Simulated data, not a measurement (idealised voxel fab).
The process module presented herein is designated voxel self aligned vias.
Section cut is 170 nm wide and gridded with 5 nm square cells.
A cross-section in this document is a grid of square cells, and it is written down as bands, the top band listed before the ones below it; a band is made up of one or more rows of cells. Band: top and bottom heights (nm) first, top before bottom; then materials from left to right, widths in nm. "all across" marks a sole material filling the band edge to edge. "air" denotes empty space. Convention: height 0 is the level below which the wafer, as received, is all one material. The lowest band does not terminate at the bottom but continues downward, represented as "0 nm and below". So if you see something like "30 to 40" for the width, read it as the top row of the band sitting at the first number and the bottom row at the second, with every row in between moving by the same amount as the last. A step reported as "remained the same" is a step in which no cell of the cross-section changed. Any empty space of 8 cells or more lacking an open way to the top shows up in "closed voids" as width x height at distance, distance from the left edge, in nm. Formally, on a step line, whatever follows the settings is a remark that the simulator itself makes on the step. overlay nm: where the mask lay relative to plan, measured to the right, on steps with a mask; negatives go left.
Listed below are the process steps as planned
1: RECEIVE with material Si
2: CONFORMAL_DEP with material SiO2, thk nm 15
3: CONFORMAL_DEP with material SiCN, thk nm 5
4: DIRECTIONAL_DEP with material lowk, thk nm 30
5: DIRECTIONAL_DEP with material aC, thk nm 15
6: PATTERN with tone open, mask id LINES, material resist, width nm 30, pitch nm 60, thk nm 30, overlay nm 0
7: DIRECTIONAL_ETCH with etch materials aC, depth nm 15
8: STRIP with etch materials resist
9: DIRECTIONAL_ETCH with etch materials lowk, depth nm 30
10: STRIP with etch materials aC
11: CONFORMAL_DEP with material TiN, thk nm 5
12: FILL_DEP with material Ru, thk nm 5
13: CMP with height nm 50
14: SELECTIVE_ETCH with etch materials W Ru TiN, depth nm 5
15: FILL_DEP with material SiN, thk nm 5
16: CMP with height nm 50
17: DIRECTIONAL_DEP with material lowk, thk nm 20
18: DIRECTIONAL_DEP with material aC, thk nm 10
19: PATTERN with tone open, mask id VIAS, material resist, width nm 40, thk nm 25, overlay nm 0
20: DIRECTIONAL_ETCH with etch materials aC, depth nm 10
21: STRIP with etch materials resist
22: DIRECTIONAL_ETCH with etch materials lowk, depth nm 20
23: DIRECTIONAL_ETCH with etch materials SiN, depth nm 5
24: STRIP with etch materials aC
25: CONFORMAL_DEP with material TiN, thk nm 5
26: FILL_DEP with material W, thk nm 10
27: CMP with height nm 70
28: CONFORMAL_DEP with material SiN, thk nm 5
Wafer, first of two, run as planned
Cross-section, incoming material, after step 1
  0 nm and below: Si all across
  closed voids: none
Wafer xsec, post step 2
  15 nm to 0 nm: SiO2 all across
  Lower than 0, everything is as it was.
Wafer xsec, post step 3
  20 nm to 15 nm: SiCN all across
  Lower than 15, everything is as it was.
Wafer xsec, post step 4
  50 nm to 20 nm: lowk all across
  Lower than 20, everything is as it was.
Wafer xsec, post step 5
  65 nm to 50 nm: aC all across
  Lower than 50, everything is as it was.
Wafer xsec, post step 6
  95 nm to 65 nm: resist 40, then air 30, then resist 30, then air 30, then resist 40
  Lower than 65, everything is as it was.
Wafer xsec, post step 7
  80 nm to 65 nm: resist 40, then air 30, then resist 30, then air 30, then resist 40
  65 nm to 50 nm: aC 40, then air 30, then aC 30, then air 30, then aC 40
  Lower than 50, everything is as it was.
Wafer xsec, post step 8
  65 nm to 50 nm: aC 40, then air 30, then aC 30, then air 30, then aC 40
  Lower than 50, everything is as it was.
Wafer xsec, post step 9
  65 nm to 50 nm: aC 40, then air 30, then aC 30, then air 30, then aC 40
  50 nm to 20 nm: lowk 40, then air 30, then lowk 30, then air 30, then lowk 40
  Lower than 20, everything is as it was.
Wafer xsec, post step 10
  50 nm to 20 nm: lowk 40, then air 30, then lowk 30, then air 30, then lowk 40
  Lower than 20, everything is as it was.
Wafer xsec, post step 11
  55 nm to 50 nm: TiN 45, then air 20, then TiN 40, then air 20, then TiN 45
  50 nm to 25 nm: lowk 40, then TiN 5, then air 20, then TiN 5, then lowk 30, then TiN 5, then air 20, then TiN 5, then lowk 40
  25 nm to 20 nm: lowk 40, then TiN 30, then lowk 30, then TiN 30, then lowk 40
  Lower than 20, everything is as it was.
Wafer xsec, post step 12
  60 nm to 55 nm: Ru all across
  55 nm to 50 nm: TiN 45, then Ru 20, then TiN 40, then Ru 20, then TiN 45
  50 nm to 25 nm: lowk 40, then TiN 5, then Ru 20, then TiN 5, then lowk 30, then TiN 5, then Ru 20, then TiN 5, then lowk 40
  Lower than 25, everything is as it was.
Wafer xsec, post step 13
  50 nm to 25 nm: lowk 40, then TiN 5, then Ru 20, then TiN 5, then lowk 30, then TiN 5, then Ru 20, then TiN 5, then lowk 40
  Lower than 25, everything is as it was.
Wafer xsec, post step 14
  50 nm to 45 nm: lowk 40, then air 30, then lowk 30, then air 30, then lowk 40
  Lower than 45, everything is as it was.
Wafer xsec, post step 15
  55 nm to 50 nm: SiN all across
  50 nm to 45 nm: lowk 40, then SiN 30, then lowk 30, then SiN 30, then lowk 40
  Lower than 45, everything is as it was.
Wafer xsec, post step 16
  50 nm to 45 nm: lowk 40, then SiN 30, then lowk 30, then SiN 30, then lowk 40
  Lower than 45, everything is as it was.
Wafer xsec, post step 17
  70 nm to 50 nm: lowk all across
  Lower than 50, everything is as it was.
Wafer xsec, post step 18
  80 nm to 70 nm: aC all across
  Lower than 70, everything is as it was.
Wafer xsec, post step 19
  105 nm to 80 nm: resist 35, then air 40, then resist 95
  Lower than 80, everything is as it was.
Wafer xsec, post step 20
  95 nm to 80 nm: resist 35, then air 40, then resist 95
  80 nm to 70 nm: aC 35, then air 40, then aC 95
  Lower than 70, everything is as it was.
Wafer xsec, post step 21
  80 nm to 70 nm: aC 35, then air 40, then aC 95
  Lower than 70, everything is as it was.
Wafer xsec, post step 22
  80 nm to 70 nm: aC 35, then air 40, then aC 95
  70 nm to 50 nm: lowk 35, then air 40, then lowk 95
  Lower than 50, everything is as it was.
Wafer xsec, post step 23
  80 nm to 70 nm: aC 35, then air 40, then aC 95
  70 nm to 50 nm: lowk 35, then air 40, then lowk 95
  50 nm to 45 nm: lowk 40, then air 30, then lowk 30, then SiN 30, then lowk 40
  Lower than 45, everything is as it was.
Wafer xsec, post step 24
  70 nm to 50 nm: lowk 35, then air 40, then lowk 95
  Lower than 50, everything is as it was.
Wafer xsec, post step 25
  75 nm to 70 nm: TiN 40, then air 30, then TiN 100
  70 nm to 55 nm: lowk 35, then TiN 5, then air 30, then TiN 5, then lowk 95
  55 nm to 50 nm: lowk 35, then TiN 10, then air 20, then TiN 10, then lowk 95
  50 nm to 45 nm: lowk 40, then TiN 30, then lowk 30, then SiN 30, then lowk 40
  Lower than 45, everything is as it was.
Wafer xsec, post step 26
  85 nm to 75 nm: W all across
  75 nm to 70 nm: TiN 40, then W 30, then TiN 100
  70 nm to 55 nm: lowk 35, then TiN 5, then W 30, then TiN 5, then lowk 95
  55 nm to 50 nm: lowk 35, then TiN 10, then W 20, then TiN 10, then lowk 95
  Lower than 50, everything is as it was.
Wafer xsec, post step 27
  70 nm to 55 nm: lowk 35, then TiN 5, then W 30, then TiN 5, then lowk 95
  Lower than 55, everything is as it was.
Wafer xsec, post step 28
  75 nm to 70 nm: SiN all across
  Lower than 70, everything is as it was.
Second wafer, same starting conditions and recipe as the first, one mistake in executing it, nothing differs from the first up to and including step 18
The second wafer cut through, at the time step 19 was supposed to be finished
  105 nm to 80 nm: resist 30, then air 50, then resist 90
  Lower than 80, everything is as it was.
The second wafer cut through, at the time step 20 was supposed to be finished
  95 nm to 80 nm: resist 30, then air 50, then resist 90
  80 nm to 70 nm: aC 30, then air 50, then aC 90
  Lower than 70, everything is as it was.
The second wafer cut through, at the time step 21 was supposed to be finished
  80 nm to 70 nm: aC 30, then air 50, then aC 90
  Lower than 70, everything is as it was.
The second wafer cut through, at the time step 22 was supposed to be finished
  80 nm to 70 nm: aC 30, then air 50, then aC 90
  70 nm to 50 nm: lowk 30, then air 50, then lowk 90
  Lower than 50, everything is as it was.
The second wafer cut through, at the time step 23 was supposed to be finished
  80 nm to 70 nm: aC 30, then air 50, then aC 90
  70 nm to 50 nm: lowk 30, then air 50, then lowk 90
  50 nm to 45 nm: lowk 40, then air 30, then lowk 30, then SiN 30, then lowk 40
  Lower than 45, everything is as it was.
The second wafer cut through, at the time step 24 was supposed to be finished
  70 nm to 50 nm: lowk 30, then air 50, then lowk 90
  Lower than 50, everything is as it was.
The second wafer cut through, at the time step 25 was supposed to be finished
  75 nm to 70 nm: TiN 35, then air 40, then TiN 95
  70 nm to 55 nm: lowk 30, then TiN 5, then air 40, then TiN 5, then lowk 90
  55 nm to 50 nm: lowk 30, then TiN 15, then air 20, then TiN 15, then lowk 90
  50 nm to 45 nm: lowk 40, then TiN 30, then lowk 30, then SiN 30, then lowk 40
  Lower than 45, everything is as it was.
The second wafer cut through, at the time step 26 was supposed to be finished
  85 nm to 75 nm: W all across
  75 nm to 70 nm: TiN 35, then W 40, then TiN 95
  70 nm to 55 nm: lowk 30, then TiN 5, then W 40, then TiN 5, then lowk 90
  55 nm to 50 nm: lowk 30, then TiN 15, then W 20, then TiN 15, then lowk 90
  Lower than 50, everything is as it was.
The second wafer cut through, at the time step 27 was supposed to be finished
  70 nm to 55 nm: lowk 30, then TiN 5, then W 40, then TiN 5, then lowk 90
  Lower than 55, everything is as it was.
The second wafer cut through, at the time step 28 was supposed to be finished
  75 nm to 70 nm: SiN all across
  Lower than 70, everything is as it was.
what went wrong: rather than as planned, step 19 actually ran as PATTERN with tone open, mask id VIAS, material resist, width nm 50, thk nm 25, overlay nm 0
Final comparison by cell count, materials where the second wafer has more or fewer than the first: +2 TiN, +6 W, -8 lowk
